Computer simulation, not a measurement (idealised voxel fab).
process module | voxel capacitor over wiring
cross-section cut | 235 nm wide | cells 5 nm
A cross-section is a grid of square cells, given in bands from the top down. A band is one or more rows of cells.
Each band's line starts with the height of the band's top and of its bottom, in nm. Then come its materials from left to right, each with its width in nm. One material with "throughout" fills the band from edge to edge. "air" is empty space.
Height 0 is the level under which the wafer as received is all one material. The lowest band goes on downwards, as in "0 down".
A width such as "30 to 40" changes by the same amount from each row of cells to the next, from the band's top row to its bottom row.
"no change" after a step means that no cell of the cross-section changed.
closed voids: empty space of 8 cells or more with no open way to the top, each as width x height at its distance from the left edge, in nm
after a step's settings: what the simulator itself notes on the step
overlay nm, on a step with a mask: how far to the right of its planned place the mask lay; to the left if negative
plan
1 op RECEIVE | material Si
2 op CONFORMAL_DEP | material SiO2 | thk nm 15
3 op CONFORMAL_DEP | material SiCN | thk nm 5
4 op DIRECTIONAL_DEP | material lowk | thk nm 20
5 op DIRECTIONAL_DEP | material aC | thk nm 10
6 op PATTERN | tone open | mask id METAL_1 | material resist | width nm 25 | pitch nm 85 | thk nm 25 | overlay nm 0
7 op DIRECTIONAL_ETCH | etch materials aC | depth nm 10
8 op STRIP | etch materials resist
9 op DIRECTIONAL_ETCH | etch materials lowk | depth nm 20
10 op DIRECTIONAL_ETCH | etch materials SiCN | depth nm 5
11 op STRIP | etch materials aC
12 op CONFORMAL_DEP | material TiN | thk nm 5
13 op FILL_DEP | material Cu | thk nm 10
14 op CMP | height nm 40
15 op CONFORMAL_DEP | material SiCN | thk nm 5
16 op DIRECTIONAL_DEP | material SiO2 | thk nm 15
17 op PATTERN | tone open | mask id PLUG_1 | material resist | width nm 15 | thk nm 20 | overlay nm 0
18 op DIRECTIONAL_ETCH | etch materials SiO2 | depth nm 15
19 op DIRECTIONAL_ETCH | etch materials SiCN | depth nm 5
20 op STRIP | etch materials resist
21 op CONFORMAL_DEP | material TiN | thk nm 5
22 op FILL_DEP | material Ru | thk nm 10
23 op CMP | height nm 60
24 op DIRECTIONAL_DEP | material TiN | thk nm 5
25 op DIRECTIONAL_DEP | material HfO2 | thk nm 5
26 op DIRECTIONAL_DEP | material TiN | thk nm 5
27 op PATTERN | tone cover | mask id UPPER_PLATE | material resist | width nm 65 | thk nm 20 | overlay nm 0
28 op DIRECTIONAL_ETCH | etch materials TiN | depth nm 5
29 op DIRECTIONAL_ETCH | etch materials HfO2 | depth nm 5
30 op STRIP | etch materials resist
31 op MASKED_ETCH | tone cover | mask id LOWER_PLATE | width nm 75 | etch materials TiN | depth nm 5 | overlay nm 0
32 op FILL_DEP | material SiO2 | thk nm 15
33 op CMP | height nm 85
34 op PATTERN | tone open | mask id PLUG_2 | material resist | width nm 15 | thk nm 20 | overlay nm 0
35 op DIRECTIONAL_ETCH | etch materials SiO2 | depth nm 10
36 op STRIP | etch materials resist
37 op CONFORMAL_DEP | material TiN | thk nm 5
38 op FILL_DEP | material W | thk nm 5
39 op CMP | height nm 85
40 op CONFORMAL_DEP | material SiN | thk nm 5
first wafer, as planned
as received, after step 1
  0 down: Si throughout
  closed voids: none
after step 2
  15 to 0: SiO2 throughout
  below 0: unchanged
after step 3
  20 to 15: SiCN throughout
  below 15: unchanged
after step 4
  40 to 20: lowk throughout
  below 20: unchanged
after step 5
  50 to 40: aC throughout
  below 40: unchanged
after step 6
  75 to 50: resist 60 | air 25 | resist 60 | air 25 | resist 65
  below 50: unchanged
after step 7
  65 to 50: resist 60 | air 25 | resist 60 | air 25 | resist 65
  50 to 40: aC 60 | air 25 | aC 60 | air 25 | aC 65
  below 40: unchanged
after step 8
  50 to 40: aC 60 | air 25 | aC 60 | air 25 | aC 65
  below 40: unchanged
after step 9
  50 to 40: aC 60 | air 25 | aC 60 | air 25 | aC 65
  40 to 20: lowk 60 | air 25 | lowk 60 | air 25 | lowk 65
  below 20: unchanged
after step 10
  50 to 40: aC 60 | air 25 | aC 60 | air 25 | aC 65
  40 to 20: lowk 60 | air 25 | lowk 60 | air 25 | lowk 65
  20 to 15: SiCN 60 | air 25 | SiCN 60 | air 25 | SiCN 65
  below 15: unchanged
after step 11
  40 to 20: lowk 60 | air 25 | lowk 60 | air 25 | lowk 65
  below 20: unchanged
after step 12
  45 to 40: TiN 65 | air 15 | TiN 70 | air 15 | TiN 70
  40 to 20: lowk 60 | TiN 5 | air 15 | TiN 5 | lowk 60 | TiN 5 | air 15 | TiN 5 | lowk 65
  20 to 15: SiCN 60 | TiN 25 | SiCN 60 | TiN 25 | SiCN 65
  below 15: unchanged
after step 13
  55 to 45: Cu throughout
  45 to 40: TiN 65 | Cu 15 | TiN 70 | Cu 15 | TiN 70
  40 to 20: lowk 60 | TiN 5 | Cu 15 | TiN 5 | lowk 60 | TiN 5 | Cu 15 | TiN 5 | lowk 65
  below 20: unchanged
after step 14
  40 to 20: lowk 60 | TiN 5 | Cu 15 | TiN 5 | lowk 60 | TiN 5 | Cu 15 | TiN 5 | lowk 65
  below 20: unchanged
after step 15
  45 to 40: SiCN throughout
  below 40: unchanged
after step 16
  60 to 45: SiO2 throughout
  below 45: unchanged
after step 17
  80 to 60: resist 70 | air 15 | resist 150
  below 60: unchanged
after step 18
  80 to 60: resist 70 | air 15 | resist 150
  60 to 45: SiO2 70 | air 15 | SiO2 150
  below 45: unchanged
after step 19
  80 to 60: resist 70 | air 15 | resist 150
  60 to 45: SiO2 70 | air 15 | SiO2 150
  45 to 40: SiCN 70 | air 15 | SiCN 150
  below 40: unchanged
after step 20
  60 to 45: SiO2 70 | air 15 | SiO2 150
  below 45: unchanged
after step 21
  65 to 60: TiN 75 | air 5 | TiN 155
  60 to 45: SiO2 70 | TiN 5 | air 5 | TiN 5 | SiO2 150
  45 to 40: SiCN 70 | TiN 15 | SiCN 150
  below 40: unchanged
after step 22
  75 to 65: Ru throughout
  65 to 60: TiN 75 | Ru 5 | TiN 155
  60 to 45: SiO2 70 | TiN 5 | Ru 5 | TiN 5 | SiO2 150
  below 45: unchanged
after step 23
  60 to 45: SiO2 70 | TiN 5 | Ru 5 | TiN 5 | SiO2 150
  below 45: unchanged
after step 24
  65 to 60: TiN throughout
  below 60: unchanged
after step 25
  70 to 65: HfO2 throughout
  below 65: unchanged
after step 26
  75 to 70: TiN throughout
  below 70: unchanged
after step 27
  95 to 75: air 70 | resist 65 | air 100
  below 75: unchanged
after step 28
  95 to 75: air 70 | resist 65 | air 100
  75 to 70: air 70 | TiN 65 | air 100
  below 70: unchanged
after step 29
  95 to 75: air 70 | resist 65 | air 100
  75 to 70: air 70 | TiN 65 | air 100
  70 to 65: air 70 | HfO2 65 | air 100
  below 65: unchanged
after step 30
  75 to 70: air 70 | TiN 65 | air 100
  below 70: unchanged
after step 31
  75 to 70: air 70 | TiN 65 | air 100
  70 to 65: air 70 | HfO2 65 | air 100
  65 to 60: air 65 | TiN 75 | air 95
  below 60: unchanged
after step 32
  90 to 75: SiO2 throughout
  75 to 70: SiO2 70 | TiN 65 | SiO2 100
  70 to 65: SiO2 70 | HfO2 65 | SiO2 100
  65 to 60: SiO2 65 | TiN 75 | SiO2 95
  below 60: unchanged
after step 33
  85 to 75: SiO2 throughout
  below 75: unchanged
after step 34
  105 to 85: resist 80 | air 15 | resist 140
  below 85: unchanged
after step 35
  105 to 85: resist 80 | air 15 | resist 140
  85 to 75: SiO2 80 | air 15 | SiO2 140
  below 75: unchanged
after step 36
  85 to 75: SiO2 80 | air 15 | SiO2 140
  below 75: unchanged
after step 37
  90 to 85: TiN 85 | air 5 | TiN 145
  85 to 80: SiO2 80 | TiN 5 | air 5 | TiN 5 | SiO2 140
  80 to 70: SiO2 80 to 70 | TiN 15 to 65 | SiO2 140 to 100
  below 70: unchanged
after step 38
  95 to 90: W throughout
  90 to 85: TiN 85 | W 5 | TiN 145
  85 to 80: SiO2 80 | TiN 5 | W 5 | TiN 5 | SiO2 140
  below 80: unchanged
after step 39
  85 to 80: SiO2 80 | TiN 5 | W 5 | TiN 5 | SiO2 140
  below 80: unchanged
after step 40
  90 to 85: SiN throughout
  below 85: unchanged
second wafer: like start, like plan, one mistake. Through step 5 it matches the first wafer
when step 6 should have ended
  75 to 50: air 60 | resist 25 | air 60 | resist 25 | air 65
  below 50: unchanged
when step 7 should have ended
  65 to 50: air 60 | resist 25 | air 60 | resist 25 | air 65
  50 to 40: air 60 | aC 25 | air 60 | aC 25 | air 65
  below 40: unchanged
when step 8 should have ended
  50 to 40: air 60 | aC 25 | air 60 | aC 25 | air 65
  below 40: unchanged
when step 9 should have ended
  50 to 40: air 60 | aC 25 | air 60 | aC 25 | air 65
  40 to 20: air 60 | lowk 25 | air 60 | lowk 25 | air 65
  below 20: unchanged
when step 10 should have ended
  50 to 40: air 60 | aC 25 | air 60 | aC 25 | air 65
  40 to 20: air 60 | lowk 25 | air 60 | lowk 25 | air 65
  20 to 15: air 60 | SiCN 25 | air 60 | SiCN 25 | air 65
  below 15: unchanged
when step 11 should have ended
  40 to 20: air 60 | lowk 25 | air 60 | lowk 25 | air 65
  below 20: unchanged
when step 12 should have ended
  45 to 40: air 55 | TiN 35 | air 50 | TiN 35 | air 60
  40 to 20: air 55 | TiN 5 | lowk 25 | TiN 5 | air 50 | TiN 5 | lowk 25 | TiN 5 | air 60
  20 to 15: TiN 60 | SiCN 25 | TiN 60 | SiCN 25 | TiN 65
  below 15: unchanged
when step 13 should have ended
  55 to 45: Cu throughout
  45 to 40: Cu 55 | TiN 35 | Cu 50 | TiN 35 | Cu 60
  40 to 20: Cu 55 | TiN 5 | lowk 25 | TiN 5 | Cu 50 | TiN 5 | lowk 25 | TiN 5 | Cu 60
  below 20: unchanged
when step 14 should have ended
  40 to 20: Cu 55 | TiN 5 | lowk 25 | TiN 5 | Cu 50 | TiN 5 | lowk 25 | TiN 5 | Cu 60
  below 20: unchanged
when step 15 should have ended
  45 to 40: SiCN throughout
  below 40: unchanged
when step 16 should have ended
  60 to 45: SiO2 throughout
  below 45: unchanged
when step 17 should have ended
  80 to 60: resist 70 | air 15 | resist 150
  below 60: unchanged
when step 18 should have ended
  80 to 60: resist 70 | air 15 | resist 150
  60 to 45: SiO2 70 | air 15 | SiO2 150
  below 45: unchanged
when step 19 should have ended
  80 to 60: resist 70 | air 15 | resist 150
  60 to 45: SiO2 70 | air 15 | SiO2 150
  45 to 40: SiCN 70 | air 15 | SiCN 150
  below 40: unchanged
when step 20 should have ended
  60 to 45: SiO2 70 | air 15 | SiO2 150
  below 45: unchanged
when step 21 should have ended
  65 to 60: TiN 75 | air 5 | TiN 155
  60 to 45: SiO2 70 | TiN 5 | air 5 | TiN 5 | SiO2 150
  45 to 40: SiCN 70 | TiN 15 | SiCN 150
  below 40: unchanged
when step 22 should have ended
  75 to 65: Ru throughout
  65 to 60: TiN 75 | Ru 5 | TiN 155
  60 to 45: SiO2 70 | TiN 5 | Ru 5 | TiN 5 | SiO2 150
  below 45: unchanged
when step 23 should have ended
  60 to 45: SiO2 70 | TiN 5 | Ru 5 | TiN 5 | SiO2 150
  below 45: unchanged
when step 24 should have ended
  65 to 60: TiN throughout
  below 60: unchanged
when step 25 should have ended
  70 to 65: HfO2 throughout
  below 65: unchanged
when step 26 should have ended
  75 to 70: TiN throughout
  below 70: unchanged
when step 27 should have ended
  95 to 75: air 70 | resist 65 | air 100
  below 75: unchanged
when step 28 should have ended
  95 to 75: air 70 | resist 65 | air 100
  75 to 70: air 70 | TiN 65 | air 100
  below 70: unchanged
when step 29 should have ended
  95 to 75: air 70 | resist 65 | air 100
  75 to 70: air 70 | TiN 65 | air 100
  70 to 65: air 70 | HfO2 65 | air 100
  below 65: unchanged
when step 30 should have ended
  75 to 70: air 70 | TiN 65 | air 100
  below 70: unchanged
when step 31 should have ended
  75 to 70: air 70 | TiN 65 | air 100
  70 to 65: air 70 | HfO2 65 | air 100
  65 to 60: air 65 | TiN 75 | air 95
  below 60: unchanged
when step 32 should have ended
  90 to 75: SiO2 throughout
  75 to 70: SiO2 70 | TiN 65 | SiO2 100
  70 to 65: SiO2 70 | HfO2 65 | SiO2 100
  65 to 60: SiO2 65 | TiN 75 | SiO2 95
  below 60: unchanged
when step 33 should have ended
  85 to 75: SiO2 throughout
  below 75: unchanged
when step 34 should have ended
  105 to 85: resist 80 | air 15 | resist 140
  below 85: unchanged
when step 35 should have ended
  105 to 85: resist 80 | air 15 | resist 140
  85 to 75: SiO2 80 | air 15 | SiO2 140
  below 75: unchanged
when step 36 should have ended
  85 to 75: SiO2 80 | air 15 | SiO2 140
  below 75: unchanged
when step 37 should have ended
  90 to 85: TiN 85 | air 5 | TiN 145
  85 to 80: SiO2 80 | TiN 5 | air 5 | TiN 5 | SiO2 140
  80 to 70: SiO2 80 to 70 | TiN 15 to 65 | SiO2 140 to 100
  below 70: unchanged
when step 38 should have ended
  95 to 90: W throughout
  90 to 85: TiN 85 | W 5 | TiN 145
  85 to 80: SiO2 80 | TiN 5 | W 5 | TiN 5 | SiO2 140
  below 80: unchanged
when step 39 should have ended
  85 to 80: SiO2 80 | TiN 5 | W 5 | TiN 5 | SiO2 140
  below 80: unchanged
when step 40 should have ended
  90 to 85: SiN throughout
  below 85: unchanged
what went wrong: step 6 ran as: op PATTERN | tone cover | mask id METAL_1 | material resist | width nm 25 | pitch nm 85 | thk nm 25 | overlay nm 0
at the end the second wafer has, in cells: 108 more of Cu | 27 fewer of SiCN | 27 more of TiN | 108 fewer of lowk
